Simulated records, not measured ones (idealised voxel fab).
Process module name: voxel fin reveal
The cross-section shown here is cut; it is 265 nm wide and divided into square cells measuring 5 nm on a side.
In this document a cross-section is written as a grid of square cells. It is given as a series of bands, listed from the top down, and a band is one or more rows of cells. Look at the band entry: it leads with the top's height and the bottom's height in nm. Then it lists the materials left to right, with a width in nm for each. The word "edge to edge" on a single material says that material fills the band edge to edge. The word "air" is empty space. It should be noted that heights are counted from 0, beneath which the wafer as supplied is of one material throughout, and that the lowest band possesses no lower boundary but continues downward, as written in "0 down". With a width like "30 to 40", each row of cells in the band differs from the next by the same amount, the top row carrying the first number and the bottom row the second. You'll sometimes find "same as before" written for a step, and that's the way of saying that nowhere in the cross-section did a cell change during that step. Enclosed voids (no open way to top), threshold 8 cells or more, entry "Closed void catalog", notation width x height at distance, distance from left edge, nm. Read whatever lies past the settings on a step's line as the simulator's own remark about the step. Regarding "overlay nm": on a step with a mask, it is the distance the mask lay to the right of its planned place; a negative value places it to the left.

Process steps - plan
- 1: RECEIVE (material Si)
- 2: CONFORMAL_DEP (material SiN; thk nm 10)
- 3: DIRECTIONAL_DEP (material aC; thk nm 15)
- 4: PATTERN (tone cover; mask id FINS; material resist; width nm 15; pitch nm 40; thk nm 35; overlay nm 0)
- 5: DIRECTIONAL_ETCH (etch materials aC; depth nm 15)
- 6: STRIP (etch materials resist)
- 7: DIRECTIONAL_ETCH (etch materials SiN; depth nm 10)
- 8: DIRECTIONAL_ETCH (etch materials Si; depth nm 30)
- 9: STRIP (etch materials aC)
- 10: OXIDIZE (depth nm 5)
- 11: FILL_DEP (material SiO2; thk nm 10)
- 12: CMP (height nm 10)
- 13: SELECTIVE_ETCH (etch materials SiO2; depth nm 30)
- 14: STRIP (etch materials SiN)
- 15: CONFORMAL_DEP (material SiO2; thk nm 5)

Wafer, first of two, run as planned

So this is the incoming wafer in cross-section - it's already been through step 1
  0 down  Si edge to edge
  Closed void catalog: none

Wafer xsec, post step 2
  10 to 0  SiN edge to edge
  Everything below 0 is unchanged.

Wafer xsec, post step 3
  25 to 10  aC edge to edge
  Everything below 10 is unchanged.

Wafer xsec, post step 4
  60 to 25  air=85; resist=15; air=25; resist=15; air=25; resist=15; air=85
  Everything below 25 is unchanged.

Wafer xsec, post step 5
  45 to 25  air=85; resist=15; air=25; resist=15; air=25; resist=15; air=85
  25 to 10  air=85; aC=15; air=25; aC=15; air=25; aC=15; air=85
  Everything below 10 is unchanged.

Wafer xsec, post step 6
  25 to 10  air=85; aC=15; air=25; aC=15; air=25; aC=15; air=85
  Everything below 10 is unchanged.

Wafer xsec, post step 7
  25 to 10  air=85; aC=15; air=25; aC=15; air=25; aC=15; air=85
  10 to 0  air=85; SiN=15; air=25; SiN=15; air=25; SiN=15; air=85
  Everything below 0 is unchanged.

Wafer xsec, post step 8
  25 to 10  air=85; aC=15; air=25; aC=15; air=25; aC=15; air=85
  10 to 0  air=85; SiN=15; air=25; SiN=15; air=25; SiN=15; air=85
  0 to -30  air=85; Si=15; air=25; Si=15; air=25; Si=15; air=85
  Everything below -30 is unchanged.

Wafer xsec, post step 9
  10 to 0  air=85; SiN=15; air=25; SiN=15; air=25; SiN=15; air=85
  Everything below 0 is unchanged.

Wafer xsec, post step 10
  10 to 0  air=85; SiN=15; air=25; SiN=15; air=25; SiN=15; air=85
  0 to -30  air=85; SiO2=5; Si=5; SiO2=5; air=25; SiO2=5; Si=5; SiO2=5; air=25; SiO2=5; Si=5; SiO2=5; air=85
  -30 to -35  SiO2=90; Si=5; SiO2=35; Si=5; SiO2=35; Si=5; SiO2=90
  Everything below -35 is unchanged.

Wafer xsec, post step 11
  20 to 10  SiO2 edge to edge
  10 to 0  SiO2=85; SiN=15; SiO2=25; SiN=15; SiO2=25; SiN=15; SiO2=85
  0 to -35  SiO2=90; Si=5; SiO2=35; Si=5; SiO2=35; Si=5; SiO2=90
  Everything below -35 is unchanged.

Wafer xsec, post step 12
  10 to 0  SiO2=85; SiN=15; SiO2=25; SiN=15; SiO2=25; SiN=15; SiO2=85
  Everything below 0 is unchanged.

Wafer xsec, post step 13
  10 to 0  air=85; SiN=15; air=25; SiN=15; air=25; SiN=15; air=85
  0 to -20  air=90; Si=5; air=35; Si=5; air=35; Si=5; air=90
  Everything below -20 is unchanged.

Wafer xsec, post step 14
  0 to -20  air=90; Si=5; air=35; Si=5; air=35; Si=5; air=90
  Everything below -20 is unchanged.

Wafer xsec, post step 15
  5 to 0  air=85; SiO2=15; air=25; SiO2=15; air=25; SiO2=15; air=85
  0 to -15  air=85; SiO2=5; Si=5; SiO2=5; air=25; SiO2=5; Si=5; SiO2=5; air=25; SiO2=5; Si=5; SiO2=5; air=85
  -15 to -35  SiO2=90; Si=5; SiO2=35; Si=5; SiO2=35; Si=5; SiO2=90
  Everything below -35 is unchanged.

Wafer two. Same start, same plan, one slip in execution. Same as wafer one through step 7, inclusive

Cross-section of the second wafer at the time by which step 8 should have been completed according to the plan
  25 to 10  air=85; aC=15; air=25; aC=15; air=25; aC=15; air=85
  10 to 0  air=85; SiN=15; air=25; SiN=15; air=25; SiN=15; air=85
  0 to -35  air=85; Si=15; air=25; Si=15; air=25; Si=15; air=85
  Everything below -35 is unchanged.

Cross-section of the second wafer at the time by which step 9 should have been completed according to the plan
  10 to 0  air=85; SiN=15; air=25; SiN=15; air=25; SiN=15; air=85
  Everything below 0 is unchanged.

Cross-section of the second wafer at the time by which step 10 should have been completed according to the plan
  10 to 0  air=85; SiN=15; air=25; SiN=15; air=25; SiN=15; air=85
  0 to -35  air=85; SiO2=5; Si=5; SiO2=5; air=25; SiO2=5; Si=5; SiO2=5; air=25; SiO2=5; Si=5; SiO2=5; air=85
  -35 to -40  SiO2=90; Si=5; SiO2=35; Si=5; SiO2=35; Si=5; SiO2=90
  Everything below -40 is unchanged.

Cross-section of the second wafer at the time by which step 11 should have been completed according to the plan
  20 to 10  SiO2 edge to edge
  10 to 0  SiO2=85; SiN=15; SiO2=25; SiN=15; SiO2=25; SiN=15; SiO2=85
  0 to -40  SiO2=90; Si=5; SiO2=35; Si=5; SiO2=35; Si=5; SiO2=90
  Everything below -40 is unchanged.

Cross-section of the second wafer at the time by which step 12 should have been completed according to the plan
  10 to 0  SiO2=85; SiN=15; SiO2=25; SiN=15; SiO2=25; SiN=15; SiO2=85
  Everything below 0 is unchanged.

Cross-section of the second wafer at the time by which step 13 should have been completed according to the plan
  10 to 0  air=85; SiN=15; air=25; SiN=15; air=25; SiN=15; air=85
  0 to -20  air=90; Si=5; air=35; Si=5; air=35; Si=5; air=90
  Everything below -20 is unchanged.

Cross-section of the second wafer at the time by which step 14 should have been completed according to the plan
  0 to -20  air=90; Si=5; air=35; Si=5; air=35; Si=5; air=90
  Everything below -20 is unchanged.

Cross-section of the second wafer at the time by which step 15 should have been completed according to the plan
  5 to 0  air=85; SiO2=15; air=25; SiO2=15; air=25; SiO2=15; air=85
  0 to -15  air=85; SiO2=5; Si=5; SiO2=5; air=25; SiO2=5; Si=5; SiO2=5; air=25; SiO2=5; Si=5; SiO2=5; air=85
  -15 to -40  SiO2=90; Si=5; SiO2=35; Si=5; SiO2=35; Si=5; SiO2=90
  Everything below -40 is unchanged.
What was the processing mistake? step 8 was run on a setting that differed from the plan, and what really ran there is DIRECTIONAL_ETCH (etch materials Si; depth nm 35)
Counted in cells at the end, the second wafer holds more or fewer of these materials than the first: 50 fewer of Si; 50 more of SiO2
